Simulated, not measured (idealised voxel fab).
process module | voxel transistor to metal
cross-section cut | 180 nm wide | cells 5 nm
A cross-section is a grid of square cells, given in bands from the top down. A band is one or more rows of cells.
Each band's line starts with the height of the band's top and of its bottom, in nm. Then come its materials from left to right, each with its width in nm. One material with "throughout" fills the band from edge to edge. "air" is empty space.
Height 0 is the level under which the wafer as received is all one material. The lowest band goes on downwards, as in "0 down".
A width such as "30 to 40" changes by the same amount from each row of cells to the next, from the band's top row to its bottom row.
"no change" after a step means that no cell of the cross-section changed.
closed voids: empty space of 8 cells or more with no open way to the top, each as width x height at its distance from the left edge, in nm
after a step's settings: what the simulator itself notes on the step
overlay nm, on a step with a mask: how far to the right of its planned place the mask lay; to the left if negative
plan
1 op RECEIVE | material Si
2 op OXIDIZE | depth nm 5
3 op CONFORMAL_DEP | material SiN | thk nm 15
4 op PATTERN | tone cover | mask id ACTIVE | material resist | width nm 115 | thk nm 15 | overlay nm 0
5 op DIRECTIONAL_ETCH | etch materials SiN | depth nm 15
6 op DIRECTIONAL_ETCH | etch materials SiO2 | depth nm 5
7 op DIRECTIONAL_ETCH | etch materials Si | depth nm 25
8 op STRIP | etch materials resist
9 op OXIDIZE | depth nm 5
10 op FILL_DEP | material SiO2 | thk nm 15
11 op CMP | height nm 15
12 op SELECTIVE_ETCH | etch materials SiO2 | depth nm 10
13 op STRIP | etch materials SiN
14 op SELECTIVE_ETCH | etch materials SiO2 | depth nm 5
15 op OXIDIZE | depth nm 5
16 op DIRECTIONAL_DEP | material polySi | thk nm 30
17 op DIRECTIONAL_DEP | material SiCN | thk nm 10
18 op PATTERN | tone cover | mask id GATE | material resist | width nm 25 | thk nm 15 | overlay nm 0
19 op DIRECTIONAL_ETCH | etch materials SiCN | depth nm 20
20 op DIRECTIONAL_ETCH | etch materials polySi | depth nm 40
21 op STRIP | etch materials resist
22 op CONFORMAL_DEP | material SiN | thk nm 5
23 op DIRECTIONAL_ETCH | etch materials SiN | depth nm 5
24 op DIRECTIONAL_ETCH | etch materials SiO2 | depth nm 5
25 op DIRECTIONAL_ETCH | etch materials Si | depth nm 10
26 op EPI | material nSi | thk nm 10
27 op FILL_DEP | material SiO2 | thk nm 10
28 op CMP | height nm 25
29 op STRIP | etch materials polySi
30 op SELECTIVE_ETCH | etch materials SiO2 | depth nm 5
31 op CONFORMAL_DEP | material HfO2 | thk nm 5
32 op CONFORMAL_DEP | material TiN | thk nm 5
33 op FILL_DEP | material W | thk nm 5
34 op CMP | height nm 20
35 op DIRECTIONAL_DEP | material SiO2 | thk nm 15
36 op DIRECTIONAL_DEP | material aC | thk nm 15
37 op PATTERN | tone open | mask id CONTACT | material resist | width nm 20 | pitch nm 85 | thk nm 30 | overlay nm 0
38 op DIRECTIONAL_ETCH | etch materials aC | depth nm 15
39 op STRIP | etch materials resist
40 op DIRECTIONAL_ETCH | etch materials SiO2 | depth nm 45
41 op STRIP | etch materials aC
42 op CONFORMAL_DEP | material TiN | thk nm 5
43 op FILL_DEP | material Ru | thk nm 5
44 op CMP | height nm 35
45 op CONFORMAL_DEP | material SiCN | thk nm 5
46 op DIRECTIONAL_DEP | material lowk | thk nm 20
47 op DIRECTIONAL_DEP | material aC | thk nm 15
48 op PATTERN | tone open | mask id METAL_1 | material resist | width nm 20 | pitch nm 85 | thk nm 35 | overlay nm 0
49 op DIRECTIONAL_ETCH | etch materials aC | depth nm 15
50 op STRIP | etch materials resist
51 op DIRECTIONAL_ETCH | etch materials lowk | depth nm 20
52 op DIRECTIONAL_ETCH | etch materials SiCN | depth nm 5
53 op STRIP | etch materials aC
54 op CONFORMAL_DEP | material TiN | thk nm 5
55 op FILL_DEP | material Ru | thk nm 10
56 op CMP | height nm 60
57 op CONFORMAL_DEP | material SiCN | thk nm 5
58 op DIRECTIONAL_DEP | material SiO2 | thk nm 30
59 op MASKED_ETCH | tone open | mask id METAL_2_HOLES | width nm 15 | pitch nm 85 | etch materials SiO2 | depth nm 30 | overlay nm 0
60 op DIRECTIONAL_DEP | material aC | thk nm 10
61 op PATTERN | tone open | mask id METAL_2 | material resist | width nm 20 | pitch nm 85 | thk nm 30 | overlay nm 0
62 op DIRECTIONAL_ETCH | etch materials aC | depth nm 10
63 op STRIP | etch materials resist
64 op DIRECTIONAL_ETCH | etch materials SiO2 | depth nm 15
65 op DIRECTIONAL_ETCH | etch materials SiCN | depth nm 5
66 op STRIP | etch materials aC
67 op CONFORMAL_DEP | material TiN | thk nm 5
68 op FILL_DEP | material Cu | thk nm 10
69 op CMP | height nm 95
70 op CONFORMAL_DEP | material SiCN | thk nm 5
first wafer, as planned
as received, after step 1
  0 down: Si throughout
  closed voids: none
after step 2
  0 to -5: SiO2 throughout
  below -5: unchanged
after step 3
  15 to 0: SiN throughout
  below 0: unchanged
after step 4
  30 to 15: air 30 | resist 115 | air 35
  below 15: unchanged
after step 5
  30 to 15: air 30 | resist 115 | air 35
  15 to 0: air 30 | SiN 115 | air 35
  below 0: unchanged
after step 6
  30 to 15: air 30 | resist 115 | air 35
  15 to 0: air 30 | SiN 115 | air 35
  0 to -5: air 30 | SiO2 115 | air 35
  below -5: unchanged
after step 7
  30 to 15: air 30 | resist 115 | air 35
  15 to 0: air 30 | SiN 115 | air 35
  0 to -5: air 30 | SiO2 115 | air 35
  -5 to -30: air 30 | Si 115 | air 35
  below -30: unchanged
after step 8
  15 to 0: air 30 | SiN 115 | air 35
  below 0: unchanged
after step 9
  15 to 0: air 30 | SiN 115 | air 35
  0 to -5: air 30 | SiO2 115 | air 35
  -5 to -30: air 30 | SiO2 5 | Si 105 | SiO2 5 | air 35
  -30 to -35: SiO2 35 | Si 105 | SiO2 40
  below -35: unchanged
after step 10
  30 to 15: SiO2 throughout
  15 to 0: SiO2 30 | SiN 115 | SiO2 35
  0 to -5: SiO2 throughout
  -5 to -35: SiO2 35 | Si 105 | SiO2 40
  below -35: unchanged
after step 11
  15 to 0: SiO2 30 | SiN 115 | SiO2 35
  below 0: unchanged
after step 12
  15 to 5: air 30 | SiN 115 | air 35
  below 5: unchanged
after step 13
  5 to 0: SiO2 30 | air 115 | SiO2 35
  below 0: unchanged
after step 14
  0 to -5: SiO2 25 | air 125 | SiO2 30
  below -5: unchanged
after step 15
  0 to -5: SiO2 25 | air 125 | SiO2 30
  -5 to -10: SiO2 throughout
  below -10: unchanged
after step 16
  30 to 25: polySi 25 | air 125 | polySi 30
  25 to 0: polySi throughout
  0 to -5: SiO2 25 | polySi 125 | SiO2 30
  below -5: unchanged
after step 17
  40 to 35: SiCN 25 | air 125 | SiCN 30
  35 to 30: SiCN throughout
  30 to 25: polySi 25 | SiCN 125 | polySi 30
  below 25: unchanged
after step 18
  55 to 40: air 75 | resist 25 | air 80
  40 to 35: SiCN 25 | air 50 | resist 25 | air 50 | SiCN 30
  below 35: unchanged
after step 19
  55 to 35: air 75 | resist 25 | air 80
  35 to 30: air 75 | SiCN 25 | air 80
  30 to 25: polySi 25 | air 50 | SiCN 25 | air 50 | polySi 30
  below 25: unchanged
after step 20
  55 to 35: air 75 | resist 25 | air 80
  35 to 25: air 75 | SiCN 25 | air 80
  25 to 0: air 75 | polySi 25 | air 80
  0 to -5: SiO2 25 | air 50 | polySi 25 | air 50 | SiO2 30
  below -5: unchanged
after step 21
  35 to 25: air 75 | SiCN 25 | air 80
  below 25: unchanged
after step 22
  40 to 35: air 70 | SiN 35 | air 75
  35 to 25: air 70 | SiN 5 | SiCN 25 | SiN 5 | air 75
  25 to 5: air 70 | SiN 5 | polySi 25 | SiN 5 | air 75
  5 to 0: SiN 30 | air 40 | SiN 5 | polySi 25 | SiN 5 | air 40 | SiN 35
  0 to -5: SiO2 25 | SiN 50 | polySi 25 | SiN 50 | SiO2 30
  below -5: unchanged
after step 23
  35 to 25: air 70 | SiN 5 | SiCN 25 | SiN 5 | air 75
  25 to 0: air 70 | SiN 5 | polySi 25 | SiN 5 | air 75
  0 to -5: SiO2 25 | SiN 5 | air 40 | SiN 5 | polySi 25 | SiN 5 | air 40 | SiN 5 | SiO2 30
  below -5: unchanged
after step 24
  35 to 25: air 70 | SiN 5 | SiCN 25 | SiN 5 | air 75
  25 to 0: air 70 | SiN 5 | polySi 25 | SiN 5 | air 75
  0 to -5: air 25 | SiN 5 | air 40 | SiN 5 | polySi 25 | SiN 5 | air 40 | SiN 5 | air 30
  -5 to -10: SiO2 30 | air 40 | SiO2 35 | air 40 | SiO2 35
  below -10: unchanged
after step 25
  35 to 25: air 70 | SiN 5 | SiCN 25 | SiN 5 | air 75
  25 to 0: air 70 | SiN 5 | polySi 25 | SiN 5 | air 75
  0 to -5: air 25 | SiN 5 | air 40 | SiN 5 | polySi 25 | SiN 5 | air 40 | SiN 5 | air 30
  -5 to -10: SiO2 30 | air 40 | SiO2 35 | air 40 | SiO2 35
  -10 to -20: SiO2 35 | air 35 | Si 35 | air 35 | SiO2 40
  below -20: unchanged
after step 26
  35 to 25: air 70 | SiN 5 | SiCN 25 | SiN 5 | air 75
  25 to 0: air 70 | SiN 5 | polySi 25 | SiN 5 | air 75
  0 to -5: air 25 | SiN 5 | air 30 | nSi 10 | SiN 5 | polySi 25 | SiN 5 | nSi 10 | air 30 | SiN 5 | air 30
  -5 to -10: SiO2 30 | air 30 | nSi 10 | SiO2 35 | nSi 10 | air 30 | SiO2 35
  -10 to -20: SiO2 35 | nSi 35 | Si 35 | nSi 35 | SiO2 40
  below -20: unchanged
after step 27
  45 to 35: SiO2 throughout
  35 to 25: SiO2 70 | SiN 5 | SiCN 25 | SiN 5 | SiO2 75
  25 to 0: SiO2 70 | SiN 5 | polySi 25 | SiN 5 | SiO2 75
  0 to -5: SiO2 25 | SiN 5 | SiO2 30 | nSi 10 | SiN 5 | polySi 25 | SiN 5 | nSi 10 | SiO2 30 | SiN 5 | SiO2 30
  -5 to -10: SiO2 60 | nSi 10 | SiO2 35 | nSi 10 | SiO2 65
  below -10: unchanged
after step 28
  25 to 0: SiO2 70 | SiN 5 | polySi 25 | SiN 5 | SiO2 75
  below 0: unchanged
after step 29
  25 to 0: SiO2 70 | SiN 5 | air 25 | SiN 5 | SiO2 75
  0 to -5: SiO2 25 | SiN 5 | SiO2 30 | nSi 10 | SiN 5 | air 25 | SiN 5 | nSi 10 | SiO2 30 | SiN 5 | SiO2 30
  below -5: unchanged
after step 30
  25 to 20: air 70 | SiN 5 | air 25 | SiN 5 | air 75
  20 to 0: SiO2 70 | SiN 5 | air 25 | SiN 5 | SiO2 75
  0 to -5: SiO2 25 | SiN 5 | SiO2 30 | nSi 10 | SiN 5 | air 25 | SiN 5 | nSi 10 | SiO2 30 | SiN 5 | SiO2 30
  -5 to -10: SiO2 60 | nSi 10 | air 35 | nSi 10 | SiO2 65
  below -10: unchanged
after step 31
  30 to 25: air 65 | HfO2 15 | air 15 | HfO2 15 | air 70
  25 to 20: HfO2 70 | SiN 5 | HfO2 5 | air 15 | HfO2 5 | SiN 5 | HfO2 75
  20 to 0: SiO2 70 | SiN 5 | HfO2 5 | air 15 | HfO2 5 | SiN 5 | SiO2 75
  0 to -5: SiO2 25 | SiN 5 | SiO2 30 | nSi 10 | SiN 5 | HfO2 5 | air 15 | HfO2 5 | SiN 5 | nSi 10 | SiO2 30 | SiN 5 | SiO2 30
  -5 to -10: SiO2 60 | nSi 10 | HfO2 35 | nSi 10 | SiO2 65
  below -10: unchanged
after step 32
  35 to 30: air 60 | TiN 25 | air 5 | TiN 25 | air 65
  30 to 25: TiN 65 | HfO2 15 | TiN 5 | air 5 | TiN 5 | HfO2 15 | TiN 70
  25 to 20: HfO2 70 | SiN 5 | HfO2 5 | TiN 5 | air 5 | TiN 5 | HfO2 5 | SiN 5 | HfO2 75
  20 to 0: SiO2 70 | SiN 5 | HfO2 5 | TiN 5 | air 5 | TiN 5 | HfO2 5 | SiN 5 | SiO2 75
  0 to -5: SiO2 25 | SiN 5 | SiO2 30 | nSi 10 | SiN 5 | HfO2 5 | TiN 15 | HfO2 5 | SiN 5 | nSi 10 | SiO2 30 | SiN 5 | SiO2 30
  below -5: unchanged
after step 33
  40 to 35: W throughout
  35 to 30: W 60 | TiN 25 | W 5 | TiN 25 | W 65
  30 to 25: TiN 65 | HfO2 15 | TiN 5 | W 5 | TiN 5 | HfO2 15 | TiN 70
  25 to 20: HfO2 70 | SiN 5 | HfO2 5 | TiN 5 | W 5 | TiN 5 | HfO2 5 | SiN 5 | HfO2 75
  20 to 0: SiO2 70 | SiN 5 | HfO2 5 | TiN 5 | W 5 | TiN 5 | HfO2 5 | SiN 5 | SiO2 75
  below 0: unchanged
after step 34
  20 to 0: SiO2 70 | SiN 5 | HfO2 5 | TiN 5 | W 5 | TiN 5 | HfO2 5 | SiN 5 | SiO2 75
  below 0: unchanged
after step 35
  35 to 20: SiO2 throughout
  below 20: unchanged
after step 36
  50 to 35: aC throughout
  below 35: unchanged
after step 37
  80 to 50: resist 35 | air 20 | resist 65 | air 20 | resist 40
  below 50: unchanged
after step 38
  65 to 50: resist 35 | air 20 | resist 65 | air 20 | resist 40
  50 to 35: aC 35 | air 20 | aC 65 | air 20 | aC 40
  below 35: unchanged
after step 39
  50 to 35: aC 35 | air 20 | aC 65 | air 20 | aC 40
  below 35: unchanged
after step 40
  50 to 35: aC 35 | air 20 | aC 65 | air 20 | aC 40
  35 to 20: SiO2 35 | air 20 | SiO2 65 | air 20 | SiO2 40
  20 to 0: SiO2 35 | air 20 | SiO2 15 | SiN 5 | HfO2 5 | TiN 5 | W 5 | TiN 5 | HfO2 5 | SiN 5 | SiO2 15 | air 20 | SiO2 40
  0 to -5: SiO2 25 | SiN 5 | SiO2 5 | air 20 | SiO2 5 | nSi 10 | SiN 5 | HfO2 5 | TiN 15 | HfO2 5 | SiN 5 | nSi 10 | SiO2 5 | air 20 | SiO2 5 | SiN 5 | SiO2 30
  -5 to -10: SiO2 35 | air 20 | SiO2 5 | nSi 10 | HfO2 35 | nSi 10 | SiO2 5 | air 20 | SiO2 40
  below -10: unchanged
after step 41
  35 to 20: SiO2 35 | air 20 | SiO2 65 | air 20 | SiO2 40
  below 20: unchanged
after step 42
  40 to 35: TiN 40 | air 10 | TiN 75 | air 10 | TiN 45
  35 to 20: SiO2 35 | TiN 5 | air 10 | TiN 5 | SiO2 65 | TiN 5 | air 10 | TiN 5 | SiO2 40
  20 to 0: SiO2 35 | TiN 5 | air 10 | TiN 5 | SiO2 15 | SiN 5 | HfO2 5 | TiN 5 | W 5 | TiN 5 | HfO2 5 | SiN 5 | SiO2 15 | TiN 5 | air 10 | TiN 5 | SiO2 40
  0 to -5: SiO2 25 | SiN 5 | SiO2 5 | TiN 5 | air 10 | TiN 5 | SiO2 5 | nSi 10 | SiN 5 | HfO2 5 | TiN 15 | HfO2 5 | SiN 5 | nSi 10 | SiO2 5 | TiN 5 | air 10 | TiN 5 | SiO2 5 | SiN 5 | SiO2 30
  -5 to -10: SiO2 35 | TiN 20 | SiO2 5 | nSi 10 | HfO2 35 | nSi 10 | SiO2 5 | TiN 20 | SiO2 40
  below -10: unchanged
after step 43
  45 to 40: Ru throughout
  40 to 35: TiN 40 | Ru 10 | TiN 75 | Ru 10 | TiN 45
  35 to 20: SiO2 35 | TiN 5 | Ru 10 | TiN 5 | SiO2 65 | TiN 5 | Ru 10 | TiN 5 | SiO2 40
  20 to 0: SiO2 35 | TiN 5 | Ru 10 | TiN 5 | SiO2 15 | SiN 5 | HfO2 5 | TiN 5 | W 5 | TiN 5 | HfO2 5 | SiN 5 | SiO2 15 | TiN 5 | Ru 10 | TiN 5 | SiO2 40
  0 to -5: SiO2 25 | SiN 5 | SiO2 5 | TiN 5 | Ru 10 | TiN 5 | SiO2 5 | nSi 10 | SiN 5 | HfO2 5 | TiN 15 | HfO2 5 | SiN 5 | nSi 10 | SiO2 5 | TiN 5 | Ru 10 | TiN 5 | SiO2 5 | SiN 5 | SiO2 30
  below -5: unchanged
after step 44
  35 to 20: SiO2 35 | TiN 5 | Ru 10 | TiN 5 | SiO2 65 | TiN 5 | Ru 10 | TiN 5 | SiO2 40
  below 20: unchanged
after step 45
  40 to 35: SiCN throughout
  below 35: unchanged
after step 46
  60 to 40: lowk throughout
  below 40: unchanged
after step 47
  75 to 60: aC throughout
  below 60: unchanged
after step 48
  110 to 75: resist 35 | air 20 | resist 65 | air 20 | resist 40
  below 75: unchanged
after step 49
  95 to 75: resist 35 | air 20 | resist 65 | air 20 | resist 40
  75 to 60: aC 35 | air 20 | aC 65 | air 20 | aC 40
  below 60: unchanged
after step 50
  75 to 60: aC 35 | air 20 | aC 65 | air 20 | aC 40
  below 60: unchanged
after step 51
  75 to 60: aC 35 | air 20 | aC 65 | air 20 | aC 40
  60 to 40: lowk 35 | air 20 | lowk 65 | air 20 | lowk 40
  below 40: unchanged
after step 52
  75 to 60: aC 35 | air 20 | aC 65 | air 20 | aC 40
  60 to 40: lowk 35 | air 20 | lowk 65 | air 20 | lowk 40
  40 to 35: SiCN 35 | air 20 | SiCN 65 | air 20 | SiCN 40
  below 35: unchanged
after step 53
  60 to 40: lowk 35 | air 20 | lowk 65 | air 20 | lowk 40
  below 40: unchanged
after step 54
  65 to 60: TiN 40 | air 10 | TiN 75 | air 10 | TiN 45
  60 to 40: lowk 35 | TiN 5 | air 10 | TiN 5 | lowk 65 | TiN 5 | air 10 | TiN 5 | lowk 40
  40 to 35: SiCN 35 | TiN 20 | SiCN 65 | TiN 20 | SiCN 40
  below 35: unchanged
after step 55
  75 to 65: Ru throughout
  65 to 60: TiN 40 | Ru 10 | TiN 75 | Ru 10 | TiN 45
  60 to 40: lowk 35 | TiN 5 | Ru 10 | TiN 5 | lowk 65 | TiN 5 | Ru 10 | TiN 5 | lowk 40
  below 40: unchanged
after step 56
  60 to 40: lowk 35 | TiN 5 | Ru 10 | TiN 5 | lowk 65 | TiN 5 | Ru 10 | TiN 5 | lowk 40
  below 40: unchanged
after step 57
  65 to 60: SiCN throughout
  below 60: unchanged
after step 58
  95 to 65: SiO2 throughout
  below 65: unchanged
after step 59
  95 to 65: SiO2 35 | air 15 | SiO2 70 | air 15 | SiO2 45
  below 65: unchanged
after step 60
  105 to 95: aC 35 | air 15 | aC 70 | air 15 | aC 45
  95 to 75: SiO2 35 | air 15 | SiO2 70 | air 15 | SiO2 45
  75 to 65: SiO2 35 | aC 15 | SiO2 70 | aC 15 | SiO2 45
  below 65: unchanged
after step 61
  135 to 105: resist 35 | air 20 | resist 65 | air 20 | resist 40
  below 105: unchanged
after step 62
  125 to 105: resist 35 | air 20 | resist 65 | air 20 | resist 40
  105 to 95: aC 35 | air 20 | aC 65 | air 20 | aC 40
  95 to 65: SiO2 35 | air 15 | SiO2 70 | air 15 | SiO2 45
  below 65: unchanged
after step 63
  105 to 95: aC 35 | air 20 | aC 65 | air 20 | aC 40
  below 95: unchanged
after step 64
  105 to 95: aC 35 | air 20 | aC 65 | air 20 | aC 40
  95 to 80: SiO2 35 | air 20 | SiO2 65 | air 20 | SiO2 40
  below 80: unchanged
after step 65
  105 to 95: aC 35 | air 20 | aC 65 | air 20 | aC 40
  95 to 80: SiO2 35 | air 20 | SiO2 65 | air 20 | SiO2 40
  80 to 65: SiO2 35 | air 15 | SiO2 70 | air 15 | SiO2 45
  65 to 60: SiCN 35 | air 15 | SiCN 70 | air 15 | SiCN 45
  below 60: unchanged
after step 66
  95 to 80: SiO2 35 | air 20 | SiO2 65 | air 20 | SiO2 40
  below 80: unchanged
after step 67
  100 to 95: TiN 40 | air 10 | TiN 75 | air 10 | TiN 45
  95 to 85: SiO2 35 | TiN 5 | air 10 | TiN 5 | SiO2 65 | TiN 5 | air 10 | TiN 5 | SiO2 40
  85 to 80: SiO2 35 | TiN 5 | air 5 | TiN 10 | SiO2 65 | TiN 5 | air 5 | TiN 10 | SiO2 40
  80 to 65: SiO2 35 | TiN 5 | air 5 | TiN 5 | SiO2 70 | TiN 5 | air 5 | TiN 5 | SiO2 45
  65 to 60: SiCN 35 | TiN 15 | SiCN 70 | TiN 15 | SiCN 45
  below 60: unchanged
after step 68
  110 to 100: Cu throughout
  100 to 95: TiN 40 | Cu 10 | TiN 75 | Cu 10 | TiN 45
  95 to 85: SiO2 35 | TiN 5 | Cu 10 | TiN 5 | SiO2 65 | TiN 5 | Cu 10 | TiN 5 | SiO2 40
  85 to 80: SiO2 35 | TiN 5 | Cu 5 | TiN 10 | SiO2 65 | TiN 5 | Cu 5 | TiN 10 | SiO2 40
  80 to 65: SiO2 35 | TiN 5 | Cu 5 | TiN 5 | SiO2 70 | TiN 5 | Cu 5 | TiN 5 | SiO2 45
  below 65: unchanged
after step 69
  95 to 85: SiO2 35 | TiN 5 | Cu 10 | TiN 5 | SiO2 65 | TiN 5 | Cu 10 | TiN 5 | SiO2 40
  below 85: unchanged
after step 70
  100 to 95: SiCN throughout
  below 95: unchanged
second wafer: like start, like plan, one mistake. Through step 47 it matches the first wafer
when step 48 should have ended
  110 to 75: resist 25 | air 20 | resist 65 | air 20 | resist 50
  below 75: unchanged
when step 49 should have ended
  95 to 75: resist 25 | air 20 | resist 65 | air 20 | resist 50
  75 to 60: aC 25 | air 20 | aC 65 | air 20 | aC 50
  below 60: unchanged
when step 50 should have ended
  75 to 60: aC 25 | air 20 | aC 65 | air 20 | aC 50
  below 60: unchanged
when step 51 should have ended
  75 to 60: aC 25 | air 20 | aC 65 | air 20 | aC 50
  60 to 40: lowk 25 | air 20 | lowk 65 | air 20 | lowk 50
  below 40: unchanged
when step 52 should have ended
  75 to 60: aC 25 | air 20 | aC 65 | air 20 | aC 50
  60 to 40: lowk 25 | air 20 | lowk 65 | air 20 | lowk 50
  40 to 35: SiCN 25 | air 20 | SiCN 65 | air 20 | SiCN 50
  below 35: unchanged
when step 53 should have ended
  60 to 40: lowk 25 | air 20 | lowk 65 | air 20 | lowk 50
  below 40: unchanged
when step 54 should have ended
  65 to 60: TiN 30 | air 10 | TiN 75 | air 10 | TiN 55
  60 to 40: lowk 25 | TiN 5 | air 10 | TiN 5 | lowk 65 | TiN 5 | air 10 | TiN 5 | lowk 50
  40 to 35: SiCN 25 | TiN 20 | SiCN 65 | TiN 20 | SiCN 50
  below 35: unchanged
when step 55 should have ended
  75 to 65: Ru throughout
  65 to 60: TiN 30 | Ru 10 | TiN 75 | Ru 10 | TiN 55
  60 to 40: lowk 25 | TiN 5 | Ru 10 | TiN 5 | lowk 65 | TiN 5 | Ru 10 | TiN 5 | lowk 50
  below 40: unchanged
when step 56 should have ended
  60 to 40: lowk 25 | TiN 5 | Ru 10 | TiN 5 | lowk 65 | TiN 5 | Ru 10 | TiN 5 | lowk 50
  below 40: unchanged
when step 57 should have ended
  65 to 60: SiCN throughout
  below 60: unchanged
when step 58 should have ended
  95 to 65: SiO2 throughout
  below 65: unchanged
when step 59 should have ended
  95 to 65: SiO2 35 | air 15 | SiO2 70 | air 15 | SiO2 45
  below 65: unchanged
when step 60 should have ended
  105 to 95: aC 35 | air 15 | aC 70 | air 15 | aC 45
  95 to 75: SiO2 35 | air 15 | SiO2 70 | air 15 | SiO2 45
  75 to 65: SiO2 35 | aC 15 | SiO2 70 | aC 15 | SiO2 45
  below 65: unchanged
when step 61 should have ended
  135 to 105: resist 35 | air 20 | resist 65 | air 20 | resist 40
  below 105: unchanged
when step 62 should have ended
  125 to 105: resist 35 | air 20 | resist 65 | air 20 | resist 40
  105 to 95: aC 35 | air 20 | aC 65 | air 20 | aC 40
  95 to 65: SiO2 35 | air 15 | SiO2 70 | air 15 | SiO2 45
  below 65: unchanged
when step 63 should have ended
  105 to 95: aC 35 | air 20 | aC 65 | air 20 | aC 40
  below 95: unchanged
when step 64 should have ended
  105 to 95: aC 35 | air 20 | aC 65 | air 20 | aC 40
  95 to 80: SiO2 35 | air 20 | SiO2 65 | air 20 | SiO2 40
  below 80: unchanged
when step 65 should have ended
  105 to 95: aC 35 | air 20 | aC 65 | air 20 | aC 40
  95 to 80: SiO2 35 | air 20 | SiO2 65 | air 20 | SiO2 40
  80 to 65: SiO2 35 | air 15 | SiO2 70 | air 15 | SiO2 45
  65 to 60: SiCN 35 | air 15 | SiCN 70 | air 15 | SiCN 45
  below 60: unchanged
when step 66 should have ended
  95 to 80: SiO2 35 | air 20 | SiO2 65 | air 20 | SiO2 40
  below 80: unchanged
when step 67 should have ended
  100 to 95: TiN 40 | air 10 | TiN 75 | air 10 | TiN 45
  95 to 85: SiO2 35 | TiN 5 | air 10 | TiN 5 | SiO2 65 | TiN 5 | air 10 | TiN 5 | SiO2 40
  85 to 80: SiO2 35 | TiN 5 | air 5 | TiN 10 | SiO2 65 | TiN 5 | air 5 | TiN 10 | SiO2 40
  80 to 65: SiO2 35 | TiN 5 | air 5 | TiN 5 | SiO2 70 | TiN 5 | air 5 | TiN 5 | SiO2 45
  65 to 60: SiCN 35 | TiN 15 | SiCN 70 | TiN 15 | SiCN 45
  below 60: unchanged
when step 68 should have ended
  110 to 100: Cu throughout
  100 to 95: TiN 40 | Cu 10 | TiN 75 | Cu 10 | TiN 45
  95 to 85: SiO2 35 | TiN 5 | Cu 10 | TiN 5 | SiO2 65 | TiN 5 | Cu 10 | TiN 5 | SiO2 40
  85 to 80: SiO2 35 | TiN 5 | Cu 5 | TiN 10 | SiO2 65 | TiN 5 | Cu 5 | TiN 10 | SiO2 40
  80 to 65: SiO2 35 | TiN 5 | Cu 5 | TiN 5 | SiO2 70 | TiN 5 | Cu 5 | TiN 5 | SiO2 45
  below 65: unchanged
when step 69 should have ended
  95 to 85: SiO2 35 | TiN 5 | Cu 10 | TiN 5 | SiO2 65 | TiN 5 | Cu 10 | TiN 5 | SiO2 40
  below 85: unchanged
when step 70 should have ended
  100 to 95: SiCN throughout
  below 95: unchanged
what went wrong: step 48 ran as: op PATTERN | tone open | mask id METAL_1 | material resist | width nm 20 | pitch nm 85 | thk nm 35 | overlay nm -10
at the end the second wafer has, in cells: as many of each material as the first, in other places
